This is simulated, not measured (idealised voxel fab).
This section sets out a process module, namely voxel ribs on slabs.
Pictured: cross-section cut, 145 nm wide, on a grid of 5 nm square cells.
In what follows, cross-sections appear as grids of square cells, described through bands that run from the top down, where every band is one or more rows of cells. The entry gives the band's vertical extent as a top height and a bottom height in nm, then its horizontal make-up as materials from left to right, each with a width in nm. "blank" stands for empty space; a single material marked "edge to edge" fills the band edge to edge. Heads up on the height convention: 0 is the point under which the incoming wafer is all one material, and the lowest band has no bottom, it just keeps going down, like "0 -> down". Think of "30..40" as a width that walks from the first number to the second as you go down the band, top row to bottom row, taking equal-sized steps from row to row. Where a step carries "everything unchanged", the cross-section came out of it unchanged, cell for cell. "Fully enclosed voids" contains a list of empty spaces, each no smaller than 8 cells and without an open way to the top, written in the form width x height at distance with the distance from the left edge and all three in nm. Where a step's line continues beyond its settings, the continuation is a remark by the simulator itself on that step. overlay nm, on a step with a mask: how far to the right of its planned place the mask lay; to the left if negative.
So here's the lineup of process steps we planned:
1: op RECEIVE | material Si
2: op DIRECTIONAL_DEP | material SiO2 | thk nm 25
3: op DIRECTIONAL_DEP | material polySi | thk nm 15
4: op DIRECTIONAL_DEP | material aC | thk nm 15
5: op PATTERN | tone cover | mask id RIB | material resist | width nm 25 | thk nm 35 | overlay nm 0
6: op DIRECTIONAL_ETCH | etch materials aC | depth nm 15
7: op STRIP | etch materials resist
8: op DIRECTIONAL_ETCH | etch materials polySi | depth nm 10
9: op STRIP | etch materials aC
10: op DIRECTIONAL_DEP | material aC | thk nm 10
11: op PATTERN | tone cover | mask id SLAB | material resist | width nm 85 | thk nm 25 | overlay nm 0
12: op DIRECTIONAL_ETCH | etch materials aC | depth nm 10
13: op STRIP | etch materials resist
14: op DIRECTIONAL_ETCH | etch materials polySi | depth nm 5
15: op STRIP | etch materials aC
16: op FILL_DEP | material SiO2 | thk nm 20
17: op CMP | height nm 50
18: op DIRECTIONAL_DEP | material W | thk nm 10
19: op PATTERN | tone cover | mask id HEATER | material resist | width nm 35 | thk nm 15 | overlay nm 0
20: op DIRECTIONAL_ETCH | etch materials W | depth nm 10
21: op STRIP | etch materials resist
22: op CONFORMAL_DEP | material SiN | thk nm 10
First of two wafers, processed according to plan:
As received (post step 1): cross-section:
	0 -> down: Si edge to edge
	Fully enclosed voids: none
How the wafer stands in section after step 2:
	25 -> 0: SiO2 edge to edge
	All layers under 0 are left as they were.
How the wafer stands in section after step 3:
	40 -> 25: polySi edge to edge
	All layers under 25 are left as they were.
How the wafer stands in section after step 4:
	55 -> 40: aC edge to edge
	All layers under 40 are left as they were.
How the wafer stands in section after step 5:
	90 -> 55: blank (60) | resist (25) | blank (60)
	All layers under 55 are left as they were.
How the wafer stands in section after step 6:
	75 -> 55: blank (60) | resist (25) | blank (60)
	55 -> 40: blank (60) | aC (25) | blank (60)
	All layers under 40 are left as they were.
How the wafer stands in section after step 7:
	55 -> 40: blank (60) | aC (25) | blank (60)
	All layers under 40 are left as they were.
How the wafer stands in section after step 8:
	55 -> 40: blank (60) | aC (25) | blank (60)
	40 -> 30: blank (60) | polySi (25) | blank (60)
	All layers under 30 are left as they were.
How the wafer stands in section after step 9:
	40 -> 30: blank (60) | polySi (25) | blank (60)
	All layers under 30 are left as they were.
How the wafer stands in section after step 10:
	50 -> 40: blank (60) | aC (25) | blank (60)
	40 -> 30: aC (60) | polySi (25) | aC (60)
	All layers under 30 are left as they were.
How the wafer stands in section after step 11:
	75 -> 50: blank (30) | resist (85) | blank (30)
	50 -> 40: blank (30) | resist (30) | aC (25) | resist (30) | blank (30)
	All layers under 40 are left as they were.
How the wafer stands in section after step 12:
	65 -> 50: blank (30) | resist (85) | blank (30)
	50 -> 40: blank (30) | resist (30) | aC (25) | resist (30) | blank (30)
	40 -> 30: blank (30) | aC (30) | polySi (25) | aC (30) | blank (30)
	All layers under 30 are left as they were.
How the wafer stands in section after step 13:
	50 -> 40: blank (60) | aC (25) | blank (60)
	All layers under 40 are left as they were.
How the wafer stands in section after step 14:
	50 -> 40: blank (60) | aC (25) | blank (60)
	40 -> 30: blank (30) | aC (30) | polySi (25) | aC (30) | blank (30)
	30 -> 25: blank (30) | polySi (85) | blank (30)
	All layers under 25 are left as they were.
How the wafer stands in section after step 15:
	40 -> 30: blank (60) | polySi (25) | blank (60)
	All layers under 30 are left as they were.
How the wafer stands in section after step 16:
	60 -> 40: SiO2 edge to edge
	40 -> 30: SiO2 (60) | polySi (25) | SiO2 (60)
	30 -> 25: SiO2 (30) | polySi (85) | SiO2 (30)
	All layers under 25 are left as they were.
How the wafer stands in section after step 17:
	50 -> 40: SiO2 edge to edge
	All layers under 40 are left as they were.
How the wafer stands in section after step 18:
	60 -> 50: W edge to edge
	All layers under 50 are left as they were.
How the wafer stands in section after step 19:
	75 -> 60: blank (55) | resist (35) | blank (55)
	All layers under 60 are left as they were.
How the wafer stands in section after step 20:
	75 -> 60: blank (55) | resist (35) | blank (55)
	60 -> 50: blank (55) | W (35) | blank (55)
	All layers under 50 are left as they were.
How the wafer stands in section after step 21:
	60 -> 50: blank (55) | W (35) | blank (55)
	All layers under 50 are left as they were.
How the wafer stands in section after step 22:
	70 -> 60: blank (45) | SiN (55) | blank (45)
	60 -> 50: SiN (55) | W (35) | SiN (55)
	All layers under 50 are left as they were.
Wafer two of two - same starting point, same process plan, one mistake in execution; matches wafer one up to and including step 18:
Second wafer, cut view, end of step 19 per plan:
	75 -> 60: blank (55) | resist (40) | blank (50)
	All layers under 60 are left as they were.
Second wafer, cut view, end of step 20 per plan:
	75 -> 60: blank (55) | resist (40) | blank (50)
	60 -> 50: blank (55) | W (40) | blank (50)
	All layers under 50 are left as they were.
Second wafer, cut view, end of step 21 per plan:
	60 -> 50: blank (55) | W (40) | blank (50)
	All layers under 50 are left as they were.
Second wafer, cut view, end of step 22 per plan:
	70 -> 60: blank (45) | SiN (60) | blank (40)
	60 -> 50: SiN (55) | W (40) | SiN (50)
	All layers under 50 are left as they were.
Here's what went sideways: step 19 went in with a setting other than planned; the actual run was op PATTERN | tone cover | mask id HEATER | material resist | width nm 40 | thk nm 15 | overlay nm 0
Wafer comparison, final, in cells, second relative to first, materials more or fewer: W: 2 more
